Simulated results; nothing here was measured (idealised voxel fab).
Name of the process module below: voxel self aligned contacts
The cross-section shown here is cut; it is 275 nm wide and divided into square cells measuring 5 nm on a side.
A cross-section is a grid of square cells, given in bands from the top down. A band is one or more rows of cells.
Heights first: top, then bottom, in nm. Then materials, left to right, each with a width in nm. "everywhere" on a single material: fills the band edge to edge. "air": empty space.
Heights are reckoned from 0. Under this level, the received wafer is all of one material. The bottommost band is open-ended downward, for example "from 0 down".
The expression "30 to 40" gives the width at the extremes of the band, the first number at its top row of cells and the second at its bottom row, with the width changing by equal amounts from each row to the next in between.
For the purposes of this document, the phrase "nothing was modified" attached to a step denotes that no cell within the cross-section was modified by that step.
"Trapped cavities" - sealed voids, min. 8 cells, no opening to top; format: width x height at distance (distance from left edge; nm throughout).
Note: text after step settings on the step line = simulator remark on that step.
"overlay nm" denotes, for a step that has a mask, the displacement of the mask to the right of its planned place, with negative values corresponding to the left.
## Planned step list for the process
1) RECEIVE: material Si
2) OXIDIZE: depth nm 5
3) DIRECTIONAL_DEP: material polySi, thk nm 30
4) DIRECTIONAL_DEP: material SiN, thk nm 20
5) PATTERN: tone cover, mask id GATE, material resist, width nm 35, pitch nm 65, thk nm 20, overlay nm 0
6) DIRECTIONAL_ETCH: etch materials SiN, depth nm 20
7) DIRECTIONAL_ETCH: etch materials polySi, depth nm 30
8) STRIP: etch materials resist
9) CONFORMAL_DEP: material SiN, thk nm 5
10) DIRECTIONAL_ETCH: etch materials SiN, depth nm 5
11) FILL_DEP: material SiO2, thk nm 10
12) CMP: height nm 55
13) PATTERN: tone open, mask id CONTACT, material resist, width nm 40, pitch nm 65, thk nm 15, overlay nm -15
14) DIRECTIONAL_ETCH: etch materials SiO2, depth nm 60
15) STRIP: etch materials resist
16) CONFORMAL_DEP: material TiN, thk nm 5
17) FILL_DEP: material W, thk nm 5
18) CMP: height nm 55
19) CONFORMAL_DEP: material SiCN, thk nm 5
The wafers are alike at the start. At step 13, their overlay nm differs. The plan lists the first wafer's value.
## The first of several wafers in cross-section, exactly as it reached us after step 1
* from 0 down  Si everywhere
* Trapped cavities: none
## Module finished, last step 19 done: cross-section of the first of several wafers
* from 60 to 55  SiCN everywhere
* from 55 to 50  SiO2 (70); TiN (30); W (5); TiN (5); SiO2 (25); TiN (30); W (5); TiN (5); SiO2 (100)
* from 50 to 30  SiO2 (50); SiN (45); TiN (5); W (5); TiN (5); SiO2 (5); SiN (45); TiN (5); W (5); TiN (5); SiO2 (5); SiN (45); SiO2 (50)
* from 30 to 0  SiO2 (50); SiN (5); polySi (35); SiN (5); TiN (5); W (5); TiN (5); SiO2 (5); SiN (5); polySi (35); SiN (5); TiN (5); W (5); TiN (5); SiO2 (5); SiN (5); polySi (35); SiN (5); SiO2 (50)
* from 0 to -5  SiO2 (95); TiN (15); SiO2 (50); TiN (15); SiO2 (100)
* from -5 down  Si everywhere
* Trapped cavities: none
## Cross-sectional depiction of the last of several wafers upon completion of the module
* from 60 to 55  SiCN everywhere
* from 55 to 50  SiO2 (100); TiN (5); W (5); TiN (30); SiO2 (25); TiN (5); W (5); TiN (30); SiO2 (70)
* from 50 to 30  SiO2 (50); SiN (45); SiO2 (5); TiN (5); W (5); TiN (5); SiN (45); SiO2 (5); TiN (5); W (5); TiN (5); SiN (45); SiO2 (50)
* from 30 to 0  SiO2 (50); SiN (5); polySi (35); SiN (5); SiO2 (5); TiN (5); W (5); TiN (5); SiN (5); polySi (35); SiN (5); SiO2 (5); TiN (5); W (5); TiN (5); SiN (5); polySi (35); SiN (5); SiO2 (50)
* from 0 to -5  SiO2 (100); TiN (15); SiO2 (50); TiN (15); SiO2 (95)
* from -5 down  Si everywhere
* Trapped cavities: none
## Wafer rows, end of module: cells per material gained (+) or lost (-) since receipt; closed voids last
overlay nm -15; -55 Si; +55 SiCN; +144 SiN; +308 SiO2; +60 TiN; +22 W; +126 polySi; Trapped cavities: none
overlay nm -10; -55 Si; +55 SiCN; +144 SiN; +286 SiO2; +60 TiN; +44 W; +126 polySi; Trapped cavities: none
overlay nm -5; -55 Si; +55 SiCN; +144 SiN; +286 SiO2; +60 TiN; +44 W; +126 polySi; Trapped cavities: none
overlay nm 0; -55 Si; +55 SiCN; +144 SiN; +286 SiO2; +60 TiN; +44 W; +126 polySi; Trapped cavities: none
overlay nm 5; -55 Si; +55 SiCN; +144 SiN; +286 SiO2; +60 TiN; +44 W; +126 polySi; Trapped cavities: none
overlay nm 10; -55 Si; +55 SiCN; +144 SiN; +286 SiO2; +60 TiN; +44 W; +126 polySi; Trapped cavities: none
overlay nm 15; -55 Si; +55 SiCN; +144 SiN; +308 SiO2; +60 TiN; +22 W; +126 polySi; Trapped cavities: none
